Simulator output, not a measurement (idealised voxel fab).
Module name: voxel self aligned vias (process module)
This is section cut - it's 270 nm across, gridded in 5 nm square cells.
A cross-section is written here as square cells arranged in a grid, and it is given in bands from the top down, each band taking up one or more rows of cells.
This entry defines a band. It first specifies the height of the band's top and the height of its bottom in nm, and then specifies the band's materials from left to right, stating each material with its width in nm. The word "edge to edge" identifies a single material that fills the band from edge to edge, while the word "empty" identifies empty space.
Note: height 0 marks the level under which the wafer is uniformly one material as received. Lowest band unbounded below, written "0..down".
Note: "30 to 40" means the width goes from the first number (top row of the band) to the second number (bottom row) in equal steps per row of cells.
"nothing different" for a step: no cell of the cross-section changed in that step.
So "Closed internal cavities" is basically the list of trapped voids: any empty space of 8 cells or more that can't reach the top through an opening. They're written width x height at distance, the distance being from the left edge, and it's all nm.
Read whatever lies past the settings on a step's line as the simulator's own remark about the step.
"overlay nm" answers the question of how far to the right of plan the mask lay on a step that has a mask, and when it is negative the answer is to the left.
Intended process steps:
1) RECEIVE [material Si]
2) CONFORMAL_DEP [material SiO2] [thk nm 15]
3) CONFORMAL_DEP [material SiCN] [thk nm 5]
4) DIRECTIONAL_DEP [material lowk] [thk nm 25]
5) MASKED_ETCH [tone open] [mask id LINES] [width nm 30] [pitch nm 70] [etch materials lowk] [depth nm 25] [overlay nm 0]
6) CONFORMAL_DEP [material TiN] [thk nm 5]
7) FILL_DEP [material W] [thk nm 10]
8) CMP [height nm 45]
9) SELECTIVE_ETCH [etch materials W Ru TiN] [depth nm 5]
10) FILL_DEP [material SiN] [thk nm 10]
11) CMP [height nm 45]
12) DIRECTIONAL_DEP [material lowk] [thk nm 15]
13) DIRECTIONAL_DEP [material aC] [thk nm 15]
14) PATTERN [tone open] [mask id VIAS] [material resist] [width nm 50] [pitch nm 70] [thk nm 30] [overlay nm 0]
15) DIRECTIONAL_ETCH [etch materials aC] [depth nm 15]
16) STRIP [etch materials resist]
17) DIRECTIONAL_ETCH [etch materials lowk] [depth nm 15]
18) DIRECTIONAL_ETCH [etch materials SiN] [depth nm 5]
19) STRIP [etch materials aC]
20) CONFORMAL_DEP [material TiN] [thk nm 5]
21) FILL_DEP [material W] [thk nm 5]
22) CMP [height nm 60]
23) CONFORMAL_DEP [material SiN] [thk nm 5]
First wafer, two in total, run as planned:
Shown in cross-section is the wafer as received, that is, as it stands after step 1:
- 0..down | Si edge to edge
- Closed internal cavities: none
Cross-section of the wafer after step 2:
- 15..0 | SiO2 edge to edge
- Unchanged below 0.
Cross-section of the wafer after step 3:
- 20..15 | SiCN edge to edge
- Unchanged below 15.
Cross-section of the wafer after step 4:
- 45..20 | lowk edge to edge
- Unchanged below 20.
Cross-section of the wafer after step 5:
- 45..20 | lowk (50), empty (30), lowk (40), empty (30), lowk (40), empty (30), lowk (50)
- Unchanged below 20.
Cross-section of the wafer after step 6:
- 50..45 | TiN (55), empty (20), TiN (50), empty (20), TiN (50), empty (20), TiN (55)
- 45..25 | lowk (50), TiN (5), empty (20), TiN (5), lowk (40), TiN (5), empty (20), TiN (5), lowk (40), TiN (5), empty (20), TiN (5), lowk (50)
- 25..20 | lowk (50), TiN (30), lowk (40), TiN (30), lowk (40), TiN (30), lowk (50)
- Unchanged below 20.
Cross-section of the wafer after step 7:
- 60..50 | W edge to edge
- 50..45 | TiN (55), W (20), TiN (50), W (20), TiN (50), W (20), TiN (55)
- 45..25 | lowk (50), TiN (5), W (20), TiN (5), lowk (40), TiN (5), W (20), TiN (5), lowk (40), TiN (5), W (20), TiN (5), lowk (50)
- Unchanged below 25.
Cross-section of the wafer after step 8:
- 45..25 | lowk (50), TiN (5), W (20), TiN (5), lowk (40), TiN (5), W (20), TiN (5), lowk (40), TiN (5), W (20), TiN (5), lowk (50)
- Unchanged below 25.
Cross-section of the wafer after step 9:
- 45..40 | lowk (50), empty (30), lowk (40), empty (30), lowk (40), empty (30), lowk (50)
- Unchanged below 40.
Cross-section of the wafer after step 10:
- 55..45 | SiN edge to edge
- 45..40 | lowk (50), SiN (30), lowk (40), SiN (30), lowk (40), SiN (30), lowk (50)
- Unchanged below 40.
Cross-section of the wafer after step 11:
- 45..40 | lowk (50), SiN (30), lowk (40), SiN (30), lowk (40), SiN (30), lowk (50)
- Unchanged below 40.
Cross-section of the wafer after step 12:
- 60..45 | lowk edge to edge
- Unchanged below 45.
Cross-section of the wafer after step 13:
- 75..60 | aC edge to edge
- Unchanged below 60.
Cross-section of the wafer after step 14:
- 105..75 | resist (40), empty (50), resist (20), empty (50), resist (20), empty (50), resist (40)
- Unchanged below 75.
Cross-section of the wafer after step 15:
- 90..75 | resist (40), empty (50), resist (20), empty (50), resist (20), empty (50), resist (40)
- 75..60 | aC (40), empty (50), aC (20), empty (50), aC (20), empty (50), aC (40)
- Unchanged below 60.
Cross-section of the wafer after step 16:
- 75..60 | aC (40), empty (50), aC (20), empty (50), aC (20), empty (50), aC (40)
- Unchanged below 60.
Cross-section of the wafer after step 17:
- 75..60 | aC (40), empty (50), aC (20), empty (50), aC (20), empty (50), aC (40)
- 60..45 | lowk (40), empty (50), lowk (20), empty (50), lowk (20), empty (50), lowk (40)
- Unchanged below 45.
Cross-section of the wafer after step 18:
- 75..60 | aC (40), empty (50), aC (20), empty (50), aC (20), empty (50), aC (40)
- 60..45 | lowk (40), empty (50), lowk (20), empty (50), lowk (20), empty (50), lowk (40)
- 45..40 | lowk (50), empty (30), lowk (40), empty (30), lowk (40), empty (30), lowk (50)
- Unchanged below 40.
Cross-section of the wafer after step 19:
- 60..45 | lowk (40), empty (50), lowk (20), empty (50), lowk (20), empty (50), lowk (40)
- Unchanged below 45.
Cross-section of the wafer after step 20:
- 65..60 | TiN (45), empty (40), TiN (30), empty (40), TiN (30), empty (40), TiN (45)
- 60..50 | lowk (40), TiN (5), empty (40), TiN (5), lowk (20), TiN (5), empty (40), TiN (5), lowk (20), TiN (5), empty (40), TiN (5), lowk (40)
- 50..45 | lowk (40), TiN (15), empty (20), TiN (15), lowk (20), TiN (15), empty (20), TiN (15), lowk (20), TiN (15), empty (20), TiN (15), lowk (40)
- 45..40 | lowk (50), TiN (30), lowk (40), TiN (30), lowk (40), TiN (30), lowk (50)
- Unchanged below 40.
Cross-section of the wafer after step 21:
- 70..65 | W edge to edge
- 65..60 | TiN (45), W (40), TiN (30), W (40), TiN (30), W (40), TiN (45)
- 60..50 | lowk (40), TiN (5), W (40), TiN (5), lowk (20), TiN (5), W (40), TiN (5), lowk (20), TiN (5), W (40), TiN (5), lowk (40)
- 50..45 | lowk (40), TiN (15), W (20), TiN (15), lowk (20), TiN (15), W (20), TiN (15), lowk (20), TiN (15), W (20), TiN (15), lowk (40)
- Unchanged below 45.
Cross-section of the wafer after step 22:
- 60..50 | lowk (40), TiN (5), W (40), TiN (5), lowk (20), TiN (5), W (40), TiN (5), lowk (20), TiN (5), W (40), TiN (5), lowk (40)
- Unchanged below 50.
Cross-section of the wafer after step 23:
- 65..60 | SiN edge to edge
- Unchanged below 60.
What follows concerns the second wafer, which started out like the first and was meant to follow the very same plan; one mistake crept in when it was run, but everything up to and including step 2 is the same as for the first wafer:
Cross-section: second wafer, time at which step 3 was scheduled to end: nothing different
Cross-section: second wafer, time at which step 4 was scheduled to end:
- 40..15 | lowk edge to edge
- Unchanged below 15.
Cross-section: second wafer, time at which step 5 was scheduled to end:
- 40..15 | lowk (50), empty (30), lowk (40), empty (30), lowk (40), empty (30), lowk (50)
- Unchanged below 15.
Cross-section: second wafer, time at which step 6 was scheduled to end:
- 45..40 | TiN (55), empty (20), TiN (50), empty (20), TiN (50), empty (20), TiN (55)
- 40..20 | lowk (50), TiN (5), empty (20), TiN (5), lowk (40), TiN (5), empty (20), TiN (5), lowk (40), TiN (5), empty (20), TiN (5), lowk (50)
- 20..15 | lowk (50), TiN (30), lowk (40), TiN (30), lowk (40), TiN (30), lowk (50)
- Unchanged below 15.
Cross-section: second wafer, time at which step 7 was scheduled to end:
- 55..45 | W edge to edge
- 45..40 | TiN (55), W (20), TiN (50), W (20), TiN (50), W (20), TiN (55)
- 40..20 | lowk (50), TiN (5), W (20), TiN (5), lowk (40), TiN (5), W (20), TiN (5), lowk (40), TiN (5), W (20), TiN (5), lowk (50)
- Unchanged below 20.
Cross-section: second wafer, time at which step 8 was scheduled to end:
- 45..40 | TiN (55), W (20), TiN (50), W (20), TiN (50), W (20), TiN (55)
- Unchanged below 40.
Cross-section: second wafer, time at which step 9 was scheduled to end:
- 40..20 | lowk (50), TiN (5), W (20), TiN (5), lowk (40), TiN (5), W (20), TiN (5), lowk (40), TiN (5), W (20), TiN (5), lowk (50)
- Unchanged below 20.
Cross-section: second wafer, time at which step 10 was scheduled to end:
- 50..40 | SiN edge to edge
- Unchanged below 40.
Cross-section: second wafer, time at which step 11 was scheduled to end:
- 45..40 | SiN edge to edge
- Unchanged below 40.
Cross-section: second wafer, time at which step 12 was scheduled to end:
- 60..45 | lowk edge to edge
- Unchanged below 45.
Cross-section: second wafer, time at which step 13 was scheduled to end:
- 75..60 | aC edge to edge
- Unchanged below 60.
Cross-section: second wafer, time at which step 14 was scheduled to end:
- 105..75 | resist (40), empty (50), resist (20), empty (50), resist (20), empty (50), resist (40)
- Unchanged below 75.
Cross-section: second wafer, time at which step 15 was scheduled to end:
- 90..75 | resist (40), empty (50), resist (20), empty (50), resist (20), empty (50), resist (40)
- 75..60 | aC (40), empty (50), aC (20), empty (50), aC (20), empty (50), aC (40)
- Unchanged below 60.
Cross-section: second wafer, time at which step 16 was scheduled to end:
- 75..60 | aC (40), empty (50), aC (20), empty (50), aC (20), empty (50), aC (40)
- Unchanged below 60.
Cross-section: second wafer, time at which step 17 was scheduled to end:
- 75..60 | aC (40), empty (50), aC (20), empty (50), aC (20), empty (50), aC (40)
- 60..45 | lowk (40), empty (50), lowk (20), empty (50), lowk (20), empty (50), lowk (40)
- Unchanged below 45.
Cross-section: second wafer, time at which step 18 was scheduled to end:
- 75..60 | aC (40), empty (50), aC (20), empty (50), aC (20), empty (50), aC (40)
- 60..45 | lowk (40), empty (50), lowk (20), empty (50), lowk (20), empty (50), lowk (40)
- 45..40 | SiN (40), empty (50), SiN (20), empty (50), SiN (20), empty (50), SiN (40)
- Unchanged below 40.
Cross-section: second wafer, time at which step 19 was scheduled to end:
- 60..45 | lowk (40), empty (50), lowk (20), empty (50), lowk (20), empty (50), lowk (40)
- Unchanged below 45.
Cross-section: second wafer, time at which step 20 was scheduled to end:
- 65..60 | TiN (45), empty (40), TiN (30), empty (40), TiN (30), empty (40), TiN (45)
- 60..45 | lowk (40), TiN (5), empty (40), TiN (5), lowk (20), TiN (5), empty (40), TiN (5), lowk (20), TiN (5), empty (40), TiN (5), lowk (40)
- 45..40 | SiN (40), TiN (50), SiN (20), TiN (50), SiN (20), TiN (50), SiN (40)
- Unchanged below 40.
Cross-section: second wafer, time at which step 21 was scheduled to end:
- 70..65 | W edge to edge
- 65..60 | TiN (45), W (40), TiN (30), W (40), TiN (30), W (40), TiN (45)
- 60..45 | lowk (40), TiN (5), W (40), TiN (5), lowk (20), TiN (5), W (40), TiN (5), lowk (20), TiN (5), W (40), TiN (5), lowk (40)
- Unchanged below 45.
Cross-section: second wafer, time at which step 22 was scheduled to end:
- 60..45 | lowk (40), TiN (5), W (40), TiN (5), lowk (20), TiN (5), W (40), TiN (5), lowk (20), TiN (5), W (40), TiN (5), lowk (40)
- Unchanged below 45.
Cross-section: second wafer, time at which step 23 was scheduled to end:
- 65..60 | SiN edge to edge
- Unchanged below 60.
Against the plan, the run slipped here: with respect to the plan, step 3 was omitted and not executed
End of process, cell counts, second wafer against first, materials with more or fewer: 54 fewer of SiCN; 24 more of SiN; 6 more of TiN; 24 more of W
